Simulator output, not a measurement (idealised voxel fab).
The process module that follows is named voxel gate over fins.
Pictured: cross-section cut, 165 nm wide, on a grid of 5 nm square cells.
Heads up, the way a cross-section reads in here is a grid of square cells, handed over as bands from the top down, with every band being one or more rows of cells. Band: top and bottom heights (nm) first, top before bottom; then materials from left to right, widths in nm. "full width" marks a sole material filling the band edge to edge. "blank" denotes empty space. For the purposes of this specification, 0 denotes the height below which the wafer in its as-received condition is composed wholly of one material, and the lowermost band, lacking a lower limit, extends downward without end, as expressed in "0 and below". A width given as "30..40" starts at the first number in the band's top row and ends at the second number in its bottom row, shifting by an equal amount at every step from row to row. A step reported as "nothing altered" is a step in which no cell of the cross-section changed. The label "Non-vented voids" introduces a list of the empty spaces, 8 cells or larger, that have no open way up to the top; each entry in it reads width x height at distance, where the distance is taken from the left edge and all three are stated in nm. Heads up: the bit after the settings on a step's line is the simulator's remark on that step. For masked steps, "overlay nm" on the step line gives how far right of plan the mask actually lay; a minus sign means it lay to the left. Each of the pairs that make up the rest of this document says: here is the cross-section before one process step, here is the cross-section after it, drawn only down to the lowest band that changed, and here, under the pair, is the step lying between them with its settings. Different pairs may come from different runs of this module on the same starting wafer, so a pair continues from the pair above it only where its entry headed "Before the process" says so.
### Before the process
0 and below | Si full width
Non-vented voids: none
### Resulting Structure
10 down to 0 | SiN full width
Under the height 0 nothing was changed.
Non-vented voids: none
Can you name the step between the two cross-sections above? It is CONFORMAL_DEP: material SiN, thk nm 10
Before the process: This step starts from the configuration shown after the step in the pair immediately above.
### Resulting Structure
10 down to 0 | 45 of blank, 15 of SiN, 40 of blank, 15 of SiN, 50 of blank
Under the height 0 nothing was changed.
Non-vented voids: none
Can you name the step between the two cross-sections above? It is MASKED_ETCH: tone cover, mask id FINS, width nm 15, pitch nm 55, etch materials SiN, depth nm 10, overlay nm 0
Before the process: This step starts from the configuration shown after the step in the pair immediately above.
### Resulting Structure
10 down to 0 | 45 of blank, 15 of SiN, 40 of blank, 15 of SiN, 50 of blank
0 down to -30 | 45 of blank, 15 of Si, 40 of blank, 15 of Si, 50 of blank
Under the height -30 nothing was changed.
Non-vented voids: none
Can you name the step between the two cross-sections above? It is MASKED_ETCH: tone cover, mask id FINS, width nm 15, pitch nm 55, etch materials Si, depth nm 30, overlay nm 0
Before the process: This step starts from the configuration shown after the step in the pair immediately above.
### Resulting Structure
10 down to 0 | 45 of blank, 15 of SiN, 40 of blank, 15 of SiN, 50 of blank
0 down to -30 | 45 of blank, 5 of SiO2, 5 of Si, 5 of SiO2, 40 of blank, 5 of SiO2, 5 of Si, 5 of SiO2, 50 of blank
-30 down to -35 | 50 of SiO2, 5 of Si, 50 of SiO2, 5 of Si, 55 of SiO2
Under the height -35 nothing was changed.
Non-vented voids: none
Can you name the step between the two cross-sections above? It is OXIDIZE: depth nm 5
Before the process: This step starts from the configuration shown after the step in the pair immediately above.
### Resulting Structure
15 down to 10 | SiO2 full width
10 down to 0 | 45 of SiO2, 15 of SiN, 40 of SiO2, 15 of SiN, 50 of SiO2
0 down to -35 | 50 of SiO2, 5 of Si, 50 of SiO2, 5 of Si, 55 of SiO2
Under the height -35 nothing was changed.
Non-vented voids: none
Can you name the step between the two cross-sections above? It is FILL_DEP: material SiO2, thk nm 5
Before the process: This step starts from the configuration shown after the step in the pair immediately above.
### Resulting Structure
10 down to 0 | 45 of SiO2, 15 of SiN, 40 of SiO2, 15 of SiN, 50 of SiO2
Under the height 0 nothing was changed.
Non-vented voids: none
Can you name the step between the two cross-sections above? It is CMP: height nm 10
Before the process: This step starts from the configuration shown after the step in the pair immediately above.
### Resulting Structure
20 down to 10 | aC full width
Under the height 10 nothing was changed.
Non-vented voids: none
Can you name the step between the two cross-sections above? It is DIRECTIONAL_DEP: material aC, thk nm 10
Before the process: This step starts from the configuration shown after the step in the pair immediately above.
### Resulting Structure
50 down to 20 | 70 of resist, 15 of blank, 80 of resist
Under the height 20 nothing was changed.
Non-vented voids: none
Can you name the step between the two cross-sections above? It is PATTERN: tone open, mask id RAIL, material resist, width nm 15, thk nm 30, overlay nm 0
Before the process: This step starts from the configuration shown after the step in the pair immediately above.
### Resulting Structure
40 down to 20 | 70 of resist, 15 of blank, 80 of resist
20 down to 10 | 70 of aC, 15 of blank, 80 of aC
Under the height 10 nothing was changed.
Non-vented voids: none
Can you name the step between the two cross-sections above? It is DIRECTIONAL_ETCH: etch materials aC, depth nm 10
Before the process: This step starts from the configuration shown after the step in the pair immediately above.
### Resulting Structure
20 down to 10 | 70 of aC, 15 of blank, 80 of aC
Under the height 10 nothing was changed.
Non-vented voids: none
Can you name the step between the two cross-sections above? It is STRIP: etch materials resist
Before the process: This step starts from the configuration shown after the step in the pair immediately above.
### Resulting Structure
20 down to 10 | 70 of aC, 15 of blank, 80 of aC
10 down to 0 | 45 of SiO2, 15 of SiN, 10 of SiO2, 15 of blank, 15 of SiO2, 15 of SiN, 50 of SiO2
0 down to -25 | 50 of SiO2, 5 of Si, 15 of SiO2, 15 of blank, 20 of SiO2, 5 of Si, 55 of SiO2
Under the height -25 nothing was changed.
Non-vented voids: none
Can you name the step between the two cross-sections above? It is DIRECTIONAL_ETCH: etch materials SiO2, depth nm 35
Before the process: This step starts from the configuration shown after the step in the pair immediately above.
### Resulting Structure
10 down to 0 | 45 of SiO2, 15 of SiN, 10 of SiO2, 15 of blank, 15 of SiO2, 15 of SiN, 50 of SiO2
Under the height 0 nothing was changed.
Non-vented voids: none
Can you name the step between the two cross-sections above? It is STRIP: etch materials aC
Before the process: This step starts from the configuration shown after the step in the pair immediately above.
### Resulting Structure
15 down to 10 | 75 of TiN, 5 of blank, 85 of TiN
10 down to 0 | 45 of SiO2, 15 of SiN, 10 of SiO2, 5 of TiN, 5 of blank, 5 of TiN, 15 of SiO2, 15 of SiN, 50 of SiO2
0 down to -20 | 50 of SiO2, 5 of Si, 15 of SiO2, 5 of TiN, 5 of blank, 5 of TiN, 20 of SiO2, 5 of Si, 55 of SiO2
-20 down to -25 | 50 of SiO2, 5 of Si, 15 of SiO2, 15 of TiN, 20 of SiO2, 5 of Si, 55 of SiO2
Under the height -25 nothing was changed.
Non-vented voids: none
Can you name the step between the two cross-sections above? It is CONFORMAL_DEP: material TiN, thk nm 5
Before the process: This step starts from the configuration shown after the step in the pair immediately above.
### Resulting Structure
20 down to 15 | W full width
15 down to 10 | 75 of TiN, 5 of W, 85 of TiN
10 down to 0 | 45 of SiO2, 15 of SiN, 10 of SiO2, 5 of TiN, 5 of W, 5 of TiN, 15 of SiO2, 15 of SiN, 50 of SiO2
0 down to -20 | 50 of SiO2, 5 of Si, 15 of SiO2, 5 of TiN, 5 of W, 5 of TiN, 20 of SiO2, 5 of Si, 55 of SiO2
Under the height -20 nothing was changed.
Non-vented voids: none
Can you name the step between the two cross-sections above? It is FILL_DEP: material W, thk nm 5
Before the process: This step starts from the configuration shown after the step in the pair immediately above.
### Resulting Structure
10 down to 0 | 45 of SiO2, 15 of SiN, 10 of SiO2, 5 of TiN, 5 of W, 5 of TiN, 15 of SiO2, 15 of SiN, 50 of SiO2
Under the height 0 nothing was changed.
Non-vented voids: none
Can you name the step between the two cross-sections above? It is CMP: height nm 10
Before the process: This step starts from the configuration shown after the step in the pair immediately above.
### Resulting Structure
10 down to 0 | 45 of SiO2, 15 of SiN, 10 of SiO2, 15 of blank, 15 of SiO2, 15 of SiN, 50 of SiO2
0 down to -20 | 50 of SiO2, 5 of Si, 15 of SiO2, 15 of blank, 20 of SiO2, 5 of Si, 55 of SiO2
Under the height -20 nothing was changed.
Non-vented voids: none
Can you name the step between the two cross-sections above? It is SELECTIVE_ETCH: etch materials W Ru TiN, depth nm 30
Before the process: This step starts from the configuration shown after the step in the pair immediately above.
### Resulting Structure
15 down to 10 | SiO2 full width
10 down to 0 | 45 of SiO2, 15 of SiN, 40 of SiO2, 15 of SiN, 50 of SiO2
0 down to -20 | 50 of SiO2, 5 of Si, 50 of SiO2, 5 of Si, 55 of SiO2
Under the height -20 nothing was changed.
Non-vented voids: none
Can you name the step between the two cross-sections above? It is FILL_DEP: material SiO2, thk nm 5
Before the process: This step starts from the configuration shown after the step in the pair immediately above.
### Resulting Structure
10 down to 0 | 45 of SiO2, 15 of SiN, 40 of SiO2, 15 of SiN, 50 of SiO2
Under the height 0 nothing was changed.
Non-vented voids: none
Can you name the step between the two cross-sections above? It is CMP: height nm 10
Before the process: This step starts from the configuration shown after the step in the pair immediately above.
### Resulting Structure
10 down to 0 | 45 of blank, 15 of SiN, 40 of blank, 15 of SiN, 50 of blank
0 down to -10 | 50 of blank, 5 of Si, 50 of blank, 5 of Si, 55 of blank
Under the height -10 nothing was changed.
Non-vented voids: none
Can you name the step between the two cross-sections above? It is SELECTIVE_ETCH: etch materials SiO2, depth nm 20
Before the process: This step starts from the configuration shown after the step in the pair immediately above.
### Resulting Structure
0 down to -10 | 50 of blank, 5 of Si, 50 of blank, 5 of Si, 55 of blank
Under the height -10 nothing was changed.
Non-vented voids: none
Can you name the step between the two cross-sections above? It is STRIP: etch materials SiN
Before the process: This step starts from the configuration shown after the step in the pair immediately above.
### Resulting Structure
5 down to 0 | 45 of blank, 15 of HfO2, 40 of blank, 15 of HfO2, 50 of blank
0 down to -5 | 45 of blank, 5 of HfO2, 5 of Si, 5 of HfO2, 40 of blank, 5 of HfO2, 5 of Si, 5 of HfO2, 50 of blank
-5 down to -10 | 50 of HfO2, 5 of Si, 50 of HfO2, 5 of Si, 55 of HfO2
Under the height -10 nothing was changed.
Non-vented voids: none
Can you name the step between the two cross-sections above? It is CONFORMAL_DEP: material HfO2, thk nm 5
Before the process: This step starts from the configuration shown after the step in the pair immediately above.
### Resulting Structure
10 down to 5 | 40 of blank, 25 of TiN, 30 of blank, 25 of TiN, 45 of blank
5 down to 0 | 40 of blank, 5 of TiN, 15 of HfO2, 5 of TiN, 30 of blank, 5 of TiN, 15 of HfO2, 5 of TiN, 45 of blank
0 down to -5 | 45 of TiN, 5 of HfO2, 5 of Si, 5 of HfO2, 40 of TiN, 5 of HfO2, 5 of Si, 5 of HfO2, 50 of TiN
Under the height -5 nothing was changed.
Non-vented voids: none
Can you name the step between the two cross-sections above? It is CONFORMAL_DEP: material TiN, thk nm 5
Before the process: This step starts from the configuration shown after the step in the pair immediately above.
### Resulting Structure
15 down to 10 | 35 of blank, 35 of TiAl, 20 of blank, 35 of TiAl, 40 of blank
10 down to 5 | 35 of blank, 5 of TiAl, 25 of TiN, 5 of TiAl, 20 of blank, 5 of TiAl, 25 of TiN, 5 of TiAl, 40 of blank
5 down to 0 | 40 of TiAl, 5 of TiN, 15 of HfO2, 5 of TiN, 30 of TiAl, 5 of TiN, 15 of HfO2, 5 of TiN, 45 of TiAl
Under the height 0 nothing was changed.
Non-vented voids: none
Can you name the step between the two cross-sections above? It is CONFORMAL_DEP: material TiAl, thk nm 5
Before the process: This step starts from the configuration shown after the step in the pair immediately above.
### Resulting Structure
20 down to 15 | 30 of blank, 45 of TiN, 10 of blank, 45 of TiN, 35 of blank
15 down to 10 | 30 of blank, 5 of TiN, 35 of TiAl, 5 of TiN, 10 of blank, 5 of TiN, 35 of TiAl, 5 of TiN, 35 of blank
10 down to 5 | 35 of TiN, 5 of TiAl, 25 of TiN, 5 of TiAl, 20 of TiN, 5 of TiAl, 25 of TiN, 5 of TiAl, 40 of TiN
Under the height 5 nothing was changed.
Non-vented voids: none
Can you name the step between the two cross-sections above? It is CONFORMAL_DEP: material TiN, thk nm 5
Before the process: This step starts from the configuration shown after the step in the pair immediately above.
### Resulting Structure
30 down to 20 | W full width
20 down to 15 | 30 of W, 45 of TiN, 10 of W, 45 of TiN, 35 of W
15 down to 10 | 30 of W, 5 of TiN, 35 of TiAl, 5 of TiN, 10 of W, 5 of TiN, 35 of TiAl, 5 of TiN, 35 of W
Under the height 10 nothing was changed.
Non-vented voids: none
Can you name the step between the two cross-sections above? It is FILL_DEP: material W, thk nm 10
Before the process: This step starts from the configuration shown after the step in the pair immediately above.
### Resulting Structure
25 down to 20 | W full width
Under the height 20 nothing was changed.
Non-vented voids: none
Can you name the step between the two cross-sections above? It is CMP: height nm 25
Before the process: This step starts from the configuration shown after the step in the pair immediately above.
### Resulting Structure
35 down to 25 | SiN full width
Under the height 25 nothing was changed.
Non-vented voids: none
Can you name the step between the two cross-sections above? It is CONFORMAL_DEP: material SiN, thk nm 10
### Before the process
0 down to -10 | 50 of blank, 5 of Si, 50 of blank, 5 of Si, 55 of blank
-10 down to -20 | 50 of SiO2, 5 of Si, 50 of SiO2, 5 of Si, 55 of SiO2
-20 down to -25 | 50 of SiO2, 5 of Si, 15 of SiO2, 15 of TiN, 20 of SiO2, 5 of Si, 55 of SiO2
-25 down to -35 | 50 of SiO2, 5 of Si, 50 of SiO2, 5 of Si, 55 of SiO2
-35 and below | Si full width
Non-vented voids: none
### Resulting Structure
5 down to 0 | 45 of blank, 15 of TiN, 40 of blank, 15 of TiN, 50 of blank
0 down to -5 | 45 of blank, 5 of TiN, 5 of Si, 5 of TiN, 40 of blank, 5 of TiN, 5 of Si, 5 of TiN, 50 of blank
-5 down to -10 | 50 of TiN, 5 of Si, 50 of TiN, 5 of Si, 55 of TiN
Under the height -10 nothing was changed.
Non-vented voids: none
Can you name the step between the two cross-sections above? It is CONFORMAL_DEP: material TiN, thk nm 5
Before the process: This step starts from the configuration shown after the step in the pair immediately above.
### Resulting Structure
10 down to 5 | 40 of blank, 25 of TiAl, 30 of blank, 25 of TiAl, 45 of blank
5 down to 0 | 40 of blank, 5 of TiAl, 15 of TiN, 5 of TiAl, 30 of blank, 5 of TiAl, 15 of TiN, 5 of TiAl, 45 of blank
0 down to -5 | 45 of TiAl, 5 of TiN, 5 of Si, 5 of TiN, 40 of TiAl, 5 of TiN, 5 of Si, 5 of TiN, 50 of TiAl
Under the height -5 nothing was changed.
Non-vented voids: none
Can you name the step between the two cross-sections above? It is CONFORMAL_DEP: material TiAl, thk nm 5
Before the process: This step starts from the configuration shown after the step in the pair immediately above.
### Resulting Structure
15 down to 10 | 35 of blank, 35 of TiN, 20 of blank, 35 of TiN, 40 of blank
10 down to 5 | 35 of blank, 5 of TiN, 25 of TiAl, 5 of TiN, 20 of blank, 5 of TiN, 25 of TiAl, 5 of TiN, 40 of blank
5 down to 0 | 40 of TiN, 5 of TiAl, 15 of TiN, 5 of TiAl, 30 of TiN, 5 of TiAl, 15 of TiN, 5 of TiAl, 45 of TiN
Under the height 0 nothing was changed.
Non-vented voids: none
Can you name the step between the two cross-sections above? It is CONFORMAL_DEP: material TiN, thk nm 5
Before the process: This step starts from the configuration shown after the step in the pair immediately above.
### Resulting Structure
25 down to 15 | W full width
15 down to 10 | 35 of W, 35 of TiN, 20 of W, 35 of TiN, 40 of W
10 down to 5 | 35 of W, 5 of TiN, 25 of TiAl, 5 of TiN, 20 of W, 5 of TiN, 25 of TiAl, 5 of TiN, 40 of W
Under the height 5 nothing was changed.
Non-vented voids: none
Can you name the step between the two cross-sections above? It is FILL_DEP: material W, thk nm 10
Before the process: This step starts from the configuration shown after the step in the pair immediately above.
### Resulting Structure
35 down to 25 | SiN full width
Under the height 25 nothing was changed.
Non-vented voids: none
Can you name the step between the two cross-sections above? It is CONFORMAL_DEP: material SiN, thk nm 10
### Before the process
10 down to 0 | 45 of blank, 15 of SiN, 40 of blank, 15 of SiN, 50 of blank
0 down to -10 | 50 of blank, 5 of Si, 50 of blank, 5 of Si, 55 of blank
-10 down to -20 | 50 of SiO2, 5 of Si, 50 of SiO2, 5 of Si, 55 of SiO2
-20 down to -25 | 50 of SiO2, 5 of Si, 15 of SiO2, 15 of TiN, 20 of SiO2, 5 of Si, 55 of SiO2
-25 down to -35 | 50 of SiO2, 5 of Si, 50 of SiO2, 5 of Si, 55 of SiO2
-35 and below | Si full width
Non-vented voids: none
### Resulting Structure
10 down to 0 | 45 of blank, 15 of SiN, 40 of blank, 15 of SiN, 50 of blank
0 down to -20 | 50 of blank, 5 of Si, 50 of blank, 5 of Si, 55 of blank
-20 down to -25 | 50 of blank, 5 of Si, 15 of blank, 15 of TiN, 20 of blank, 5 of Si, 55 of blank
-25 down to -30 | 50 of blank, 5 of Si, 20 of blank, 5 of SiO2, 25 of blank, 5 of Si, 55 of blank
Under the height -30 nothing was changed.
Non-vented voids: none
Can you name the step between the two cross-sections above? It is SELECTIVE_ETCH: etch materials SiO2, depth nm 20
Before the process: This step starts from the configuration shown after the step in the pair immediately above.
### Resulting Structure
0 down to -20 | 50 of blank, 5 of Si, 50 of blank, 5 of Si, 55 of blank
Under the height -20 nothing was changed.
Non-vented voids: none
Can you name the step between the two cross-sections above? It is STRIP: etch materials SiN
Before the process: This step starts from the configuration shown after the step in the pair immediately above.
### Resulting Structure
5 down to 0 | 45 of blank, 15 of HfO2, 40 of blank, 15 of HfO2, 50 of blank
0 down to -15 | 45 of blank, 5 of HfO2, 5 of Si, 5 of HfO2, 40 of blank, 5 of HfO2, 5 of Si, 5 of HfO2, 50 of blank
-15 down to -20 | 45 of blank, 5 of HfO2, 5 of Si, 5 of HfO2, 5 of blank, 25 of HfO2, 10 of blank, 5 of HfO2, 5 of Si, 5 of HfO2, 50 of blank
-20 down to -25 | 45 of blank, 5 of HfO2, 5 of Si, 5 of HfO2, 5 of blank, 5 of HfO2, 15 of TiN, 5 of HfO2, 10 of blank, 5 of HfO2, 5 of Si, 5 of HfO2, 50 of blank
-25 down to -30 | 50 of HfO2, 5 of Si, 20 of HfO2, 5 of SiO2, 25 of HfO2, 5 of Si, 55 of HfO2
Under the height -30 nothing was changed.
Non-vented voids: none
Can you name the step between the two cross-sections above? It is CONFORMAL_DEP: material HfO2, thk nm 5
Before the process: This step starts from the configuration shown after the step in the pair immediately above.
### Resulting Structure
10 down to 5 | 40 of blank, 25 of TiN, 30 of blank, 25 of TiN, 45 of blank
5 down to 0 | 40 of blank, 5 of TiN, 15 of HfO2, 5 of TiN, 30 of blank, 5 of TiN, 15 of HfO2, 5 of TiN, 45 of blank
0 down to -10 | 40 of blank, 5 of TiN, 5 of HfO2, 5 of Si, 5 of HfO2, 5 of TiN, 30 of blank, 5 of TiN, 5 of HfO2, 5 of Si, 5 of HfO2, 5 of TiN, 45 of blank
-10 down to -15 | 40 of blank, 5 of TiN, 5 of HfO2, 5 of Si, 5 of HfO2, 40 of TiN, 5 of HfO2, 5 of Si, 5 of HfO2, 5 of TiN, 45 of blank
-15 down to -20 | 40 of blank, 5 of TiN, 5 of HfO2, 5 of Si, 5 of HfO2, 5 of TiN, 25 of HfO2, 10 of TiN, 5 of HfO2, 5 of Si, 5 of HfO2, 5 of TiN, 45 of blank
-20 down to -25 | 45 of TiN, 5 of HfO2, 5 of Si, 5 of HfO2, 5 of TiN, 5 of HfO2, 15 of TiN, 5 of HfO2, 10 of TiN, 5 of HfO2, 5 of Si, 5 of HfO2, 50 of TiN
Under the height -25 nothing was changed.
Non-vented voids: none
Can you name the step between the two cross-sections above? It is CONFORMAL_DEP: material TiN, thk nm 5
Before the process: This step starts from the configuration shown after the step in the pair immediately above.
### Resulting Structure
15 down to 10 | 35 of blank, 35 of TiAl, 20 of blank, 35 of TiAl, 40 of blank
10 down to 5 | 35 of blank, 5 of TiAl, 25 of TiN, 5 of TiAl, 20 of blank, 5 of TiAl, 25 of TiN, 5 of TiAl, 40 of blank
5 down to 0 | 35 of blank, 5 of TiAl, 5 of TiN, 15 of HfO2, 5 of TiN, 5 of TiAl, 20 of blank, 5 of TiAl, 5 of TiN, 15 of HfO2, 5 of TiN, 5 of TiAl, 40 of blank
0 down to -5 | 35 of blank, 5 of TiAl, 5 of TiN, 5 of HfO2, 5 of Si, 5 of HfO2, 5 of TiN, 5 of TiAl, 20 of blank, 5 of TiAl, 5 of TiN, 5 of HfO2, 5 of Si, 5 of HfO2, 5 of TiN, 5 of TiAl, 40 of blank
-5 down to -10 | 35 of blank, 5 of TiAl, 5 of TiN, 5 of HfO2, 5 of Si, 5 of HfO2, 5 of TiN, 30 of TiAl, 5 of TiN, 5 of HfO2, 5 of Si, 5 of HfO2, 5 of TiN, 5 of TiAl, 40 of blank
-10 down to -15 | 35 of blank, 5 of TiAl, 5 of TiN, 5 of HfO2, 5 of Si, 5 of HfO2, 40 of TiN, 5 of HfO2, 5 of Si, 5 of HfO2, 5 of TiN, 5 of TiAl, 40 of blank
-15 down to -20 | 40 of TiAl, 5 of TiN, 5 of HfO2, 5 of Si, 5 of HfO2, 5 of TiN, 25 of HfO2, 10 of TiN, 5 of HfO2, 5 of Si, 5 of HfO2, 5 of TiN, 45 of TiAl
Under the height -20 nothing was changed.
Non-vented voids: none
Can you name the step between the two cross-sections above? It is CONFORMAL_DEP: material TiAl, thk nm 5
Before the process: This step starts from the configuration shown after the step in the pair immediately above.
### Resulting Structure
20 down to 15 | 30 of blank, 45 of TiN, 10 of blank, 45 of TiN, 35 of blank
15 down to 10 | 30 of blank, 5 of TiN, 35 of TiAl, 5 of TiN, 10 of blank, 5 of TiN, 35 of TiAl, 5 of TiN, 35 of blank
10 down to 5 | 30 of blank, 5 of TiN, 5 of TiAl, 25 of TiN, 5 of TiAl, 5 of TiN, 10 of blank, 5 of TiN, 5 of TiAl, 25 of TiN, 5 of TiAl, 5 of TiN, 35 of blank
5 down to 0 | 30 of blank, 5 of TiN, 5 of TiAl, 5 of TiN, 15 of HfO2, 5 of TiN, 5 of TiAl, 5 of TiN, 10 of blank, 5 of TiN, 5 of TiAl, 5 of TiN, 15 of HfO2, 5 of TiN, 5 of TiAl, 5 of TiN, 35 of blank
0 down to -5 | 30 of blank, 5 of TiN, 5 of TiAl, 5 of TiN, 5 of HfO2, 5 of Si, 5 of HfO2, 5 of TiN, 5 of TiAl, 20 of TiN, 5 of TiAl, 5 of TiN, 5 of HfO2, 5 of Si, 5 of HfO2, 5 of TiN, 5 of TiAl, 5 of TiN, 35 of blank
-5 down to -10 | 30 of blank, 5 of TiN, 5 of TiAl, 5 of TiN, 5 of HfO2, 5 of Si, 5 of HfO2, 5 of TiN, 30 of TiAl, 5 of TiN, 5 of HfO2, 5 of Si, 5 of HfO2, 5 of TiN, 5 of TiAl, 5 of TiN, 35 of blank
-10 down to -15 | 35 of TiN, 5 of TiAl, 5 of TiN, 5 of HfO2, 5 of Si, 5 of HfO2, 40 of TiN, 5 of HfO2, 5 of Si, 5 of HfO2, 5 of TiN, 5 of TiAl, 40 of TiN
Under the height -15 nothing was changed.
Non-vented voids: none
Can you name the step between the two cross-sections above? It is CONFORMAL_DEP: material TiN, thk nm 5
Before the process: This step starts from the configuration shown after the step in the pair immediately above.
### Resulting Structure
30 down to 20 | W full width
20 down to 15 | 30 of W, 45 of TiN, 10 of W, 45 of TiN, 35 of W
15 down to 10 | 30 of W, 5 of TiN, 35 of TiAl, 5 of TiN, 10 of W, 5 of TiN, 35 of TiAl, 5 of TiN, 35 of W
10 down to 5 | 30 of W, 5 of TiN, 5 of TiAl, 25 of TiN, 5 of TiAl, 5 of TiN, 10 of W, 5 of TiN, 5 of TiAl, 25 of TiN, 5 of TiAl, 5 of TiN, 35 of W
5 down to 0 | 30 of W, 5 of TiN, 5 of TiAl, 5 of TiN, 15 of HfO2, 5 of TiN, 5 of TiAl, 5 of TiN, 10 of W, 5 of TiN, 5 of TiAl, 5 of TiN, 15 of HfO2, 5 of TiN, 5 of TiAl, 5 of TiN, 35 of W
0 down to -5 | 30 of W, 5 of TiN, 5 of TiAl, 5 of TiN, 5 of HfO2, 5 of Si, 5 of HfO2, 5 of TiN, 5 of TiAl, 20 of TiN, 5 of TiAl, 5 of TiN, 5 of HfO2, 5 of Si, 5 of HfO2, 5 of TiN, 5 of TiAl, 5 of TiN, 35 of W
-5 down to -10 | 30 of W, 5 of TiN, 5 of TiAl, 5 of TiN, 5 of HfO2, 5 of Si, 5 of HfO2, 5 of TiN, 30 of TiAl, 5 of TiN, 5 of HfO2, 5 of Si, 5 of HfO2, 5 of TiN, 5 of TiAl, 5 of TiN, 35 of W
Under the height -10 nothing was changed.
Non-vented voids: none
Can you name the step between the two cross-sections above? It is FILL_DEP: material W, thk nm 10
Before the process: This step starts from the configuration shown after the step in the pair immediately above.
### Resulting Structure
25 down to 20 | W full width
Under the height 20 nothing was changed.
Non-vented voids: none
Can you name the step between the two cross-sections above? It is CMP: height nm 25
Before the process: This step starts from the configuration shown after the step in the pair immediately above.
### Resulting Structure
35 down to 25 | SiN full width
Under the height 25 nothing was changed.
Non-vented voids: none
Can you name the step between the two cross-sections above? It is CONFORMAL_DEP: material SiN, thk nm 10
### Before the process
5 down to 0 | 45 of blank, 15 of HfO2, 40 of blank, 15 of HfO2, 50 of blank
0 down to -5 | 45 of blank, 5 of HfO2, 5 of Si, 5 of HfO2, 40 of blank, 5 of HfO2, 5 of Si, 5 of HfO2, 50 of blank
-5 down to -10 | 50 of HfO2, 5 of Si, 50 of HfO2, 5 of Si, 55 of HfO2
-10 down to -20 | 50 of SiO2, 5 of Si, 50 of SiO2, 5 of Si, 55 of SiO2
-20 down to -25 | 50 of SiO2, 5 of Si, 15 of SiO2, 15 of TiN, 20 of SiO2, 5 of Si, 55 of SiO2
-25 down to -35 | 50 of SiO2, 5 of Si, 50 of SiO2, 5 of Si, 55 of SiO2
-35 and below | Si full width
Non-vented voids: none
### Resulting Structure
10 down to 5 | 40 of blank, 25 of TiAl, 30 of blank, 25 of TiAl, 45 of blank
5 down to 0 | 40 of blank, 5 of TiAl, 15 of HfO2, 5 of TiAl, 30 of blank, 5 of TiAl, 15 of HfO2, 5 of TiAl, 45 of blank
0 down to -5 | 45 of TiAl, 5 of HfO2, 5 of Si, 5 of HfO2, 40 of TiAl, 5 of HfO2, 5 of Si, 5 of HfO2, 50 of TiAl
Under the height -5 nothing was changed.
Non-vented voids: none
Can you name the step between the two cross-sections above? It is CONFORMAL_DEP: material TiAl, thk nm 5
Before the process: This step starts from the configuration shown after the step in the pair immediately above.
### Resulting Structure
15 down to 10 | 35 of blank, 35 of TiN, 20 of blank, 35 of TiN, 40 of blank
10 down to 5 | 35 of blank, 5 of TiN, 25 of TiAl, 5 of TiN, 20 of blank, 5 of TiN, 25 of TiAl, 5 of TiN, 40 of blank
5 down to 0 | 40 of TiN, 5 of TiAl, 15 of HfO2, 5 of TiAl, 30 of TiN, 5 of TiAl, 15 of HfO2, 5 of TiAl, 45 of TiN
Under the height 0 nothing was changed.
Non-vented voids: none
Can you name the step between the two cross-sections above? It is CONFORMAL_DEP: material TiN, thk nm 5
Before the process: This step starts from the configuration shown after the step in the pair immediately above.
### Resulting Structure
20 down to 10 | 30 of blank, 45 of TiN, 10 of blank, 45 of TiN, 35 of blank
10 down to 5 | 40 of TiN, 25 of TiAl, 30 of TiN, 25 of TiAl, 45 of TiN
Under the height 5 nothing was changed.
Non-vented voids: none
Can you name the step between the two cross-sections above? It is CONFORMAL_DEP: material TiN, thk nm 5
Before the process: This step starts from the configuration shown after the step in the pair immediately above.
### Resulting Structure
30 down to 20 | W full width
20 down to 10 | 30 of W, 45 of TiN, 10 of W, 45 of TiN, 35 of W
Under the height 10 nothing was changed.
Non-vented voids: none
Can you name the step between the two cross-sections above? It is FILL_DEP: material W, thk nm 10
Before the process: This step starts from the configuration shown after the step in the pair immediately above.
### Resulting Structure
25 down to 20 | W full width
Under the height 20 nothing was changed.
Non-vented voids: none
Can you name the step between the two cross-sections above? It is CMP: height nm 25
Before the process: This step starts from the configuration shown after the step in the pair immediately above.
### Resulting Structure
35 down to 25 | SiN full width
Under the height 25 nothing was changed.
Non-vented voids: none
Can you name the step between the two cross-sections above? It is CONFORMAL_DEP: material SiN, thk nm 10
### Before the process
10 down to 0 | 45 of blank, 15 of SiN, 40 of blank, 15 of SiN, 50 of blank
0 and below | Si full width
Non-vented voids: none
### Resulting Structure
10 down to 0 | 45 of blank, 15 of SiN, 40 of blank, 15 of SiN, 50 of blank
0 down to -20 | 45 of blank, 15 of Si, 40 of blank, 15 of Si, 50 of blank
Under the height -20 nothing was changed.
Non-vented voids: none
Can you name the step between the two cross-sections above? It is MASKED_ETCH: tone cover, mask id FINS, width nm 15, pitch nm 55, etch materials Si, depth nm 20, overlay nm 0
Before the process: This step starts from the configuration shown after the step in the pair immediately above.
### Resulting Structure
10 down to 0 | 45 of blank, 15 of SiN, 40 of blank, 15 of SiN, 50 of blank
0 down to -20 | 45 of blank, 5 of SiO2, 5 of Si, 5 of SiO2, 40 of blank, 5 of SiO2, 5 of Si, 5 of SiO2, 50 of blank
-20 down to -25 | 50 of SiO2, 5 of Si, 50 of SiO2, 5 of Si, 55 of SiO2
Under the height -25 nothing was changed.
Non-vented voids: none
Can you name the step between the two cross-sections above? It is OXIDIZE: depth nm 5
Before the process: This step starts from the configuration shown after the step in the pair immediately above.
### Resulting Structure
15 down to 10 | SiO2 full width
10 down to 0 | 45 of SiO2, 15 of SiN, 40 of SiO2, 15 of SiN, 50 of SiO2
0 down to -25 | 50 of SiO2, 5 of Si, 50 of SiO2, 5 of Si, 55 of SiO2
Under the height -25 nothing was changed.
Non-vented voids: none
Can you name the step between the two cross-sections above? It is FILL_DEP: material SiO2, thk nm 5
Before the process: This step starts from the configuration shown after the step in the pair immediately above.
### Resulting Structure
10 down to 0 | 45 of SiO2, 15 of SiN, 40 of SiO2, 15 of SiN, 50 of SiO2
Under the height 0 nothing was changed.
Non-vented voids: none
Can you name the step between the two cross-sections above? It is CMP: height nm 10
Before the process: This step starts from the configuration shown after the step in the pair immediately above.
### Resulting Structure
20 down to 10 | aC full width
Under the height 10 nothing was changed.
Non-vented voids: none
Can you name the step between the two cross-sections above? It is DIRECTIONAL_DEP: material aC, thk nm 10
Before the process: This step starts from the configuration shown after the step in the pair immediately above.
### Resulting Structure
50 down to 20 | 70 of resist, 15 of blank, 80 of resist
Under the height 20 nothing was changed.
Non-vented voids: none
Can you name the step between the two cross-sections above? It is PATTERN: tone open, mask id RAIL, material resist, width nm 15, thk nm 30, overlay nm 0
Before the process: This step starts from the configuration shown after the step in the pair immediately above.
### Resulting Structure
40 down to 20 | 70 of resist, 15 of blank, 80 of resist
20 down to 10 | 70 of aC, 15 of blank, 80 of aC
Under the height 10 nothing was changed.
Non-vented voids: none
Can you name the step between the two cross-sections above? It is DIRECTIONAL_ETCH: etch materials aC, depth nm 10
